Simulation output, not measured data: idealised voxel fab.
process module | voxel self aligned vias
cross-section cut | 250 nm wide | cells 5 nm
A cross-section is a grid of square cells, given in bands from the top down. A band is one or more rows of cells.
Each band's line starts with the height of the band's top and of its bottom, in nm. Then come its materials from left to right, each with its width in nm. One material with "throughout" fills the band from edge to edge. "air" is empty space.
Height 0 is the level under which the wafer as received is all one material. The lowest band goes on downwards, as in "0 down".
A width such as "30 to 40" changes by the same amount from each row of cells to the next, from the band's top row to its bottom row.
"no change" after a step means that no cell of the cross-section changed.
closed voids: empty space of 8 cells or more with no open way to the top, each as width x height at its distance from the left edge, in nm
after a step's settings: what the simulator itself notes on the step
overlay nm, on a step with a mask: how far to the right of its planned place the mask lay; to the left if negative
plan
1 op RECEIVE | material Si
2 op CONFORMAL_DEP | material SiO2 | thk nm 10
3 op CONFORMAL_DEP | material SiCN | thk nm 5
4 op DIRECTIONAL_DEP | material lowk | thk nm 25
5 op PATTERN | tone open | mask id LINES | material resist | width nm 30 | pitch nm 65 | thk nm 15 | overlay nm 0
6 op DIRECTIONAL_ETCH | etch materials lowk | depth nm 25
7 op STRIP | etch materials resist
8 op CONFORMAL_DEP | material TiN | thk nm 5
9 op FILL_DEP | material Ru | thk nm 10
10 op CMP | height nm 40
11 op SELECTIVE_ETCH | etch materials W Ru TiN | depth nm 10
12 op FILL_DEP | material SiN | thk nm 10
13 op CMP | height nm 40
14 op DIRECTIONAL_DEP | material lowk | thk nm 15
15 op PATTERN | tone open | mask id VIAS | material resist | width nm 50 | pitch nm 65 | thk nm 20 | overlay nm 0
16 op DIRECTIONAL_ETCH | etch materials lowk | depth nm 15
17 op DIRECTIONAL_ETCH | etch materials SiN | depth nm 10
18 op STRIP | etch materials resist
19 op CONFORMAL_DEP | material TiN | thk nm 5
20 op FILL_DEP | material W | thk nm 5
21 op CMP | height nm 55
22 op CONFORMAL_DEP | material SiN | thk nm 5
as received, after step 1
  0 down: Si throughout
  closed voids: none
a wafer at the end: this start, this plan, one mistake
  60 to 55: SiN throughout
  55 to 40: lowk 35 | TiN 5 | W 40 | TiN 5 | lowk 15 | TiN 5 | W 40 | TiN 5 | lowk 15 | TiN 5 | W 40 | TiN 5 | lowk 35
  40 to 35: SiN 35 | TiN 5 | W 40 | TiN 5 | SiN 15 | TiN 5 | W 40 | TiN 5 | SiN 15 | TiN 5 | W 40 | TiN 5 | SiN 35
  35 to 30: SiN 35 | TiN 50 | SiN 15 | TiN 50 | SiN 15 | TiN 50 | SiN 35
  30 to 20: lowk 45 | SiN 30 | lowk 35 | SiN 30 | lowk 35 | SiN 30 | lowk 45
  20 to 15: lowk 45 | TiN 30 | lowk 35 | TiN 30 | lowk 35 | TiN 30 | lowk 45
  15 to 10: SiCN throughout
  10 to 0: SiO2 throughout
  0 down: Si throughout
  closed voids: none
what went wrong: step 10 ran as: op CMP | height nm 30
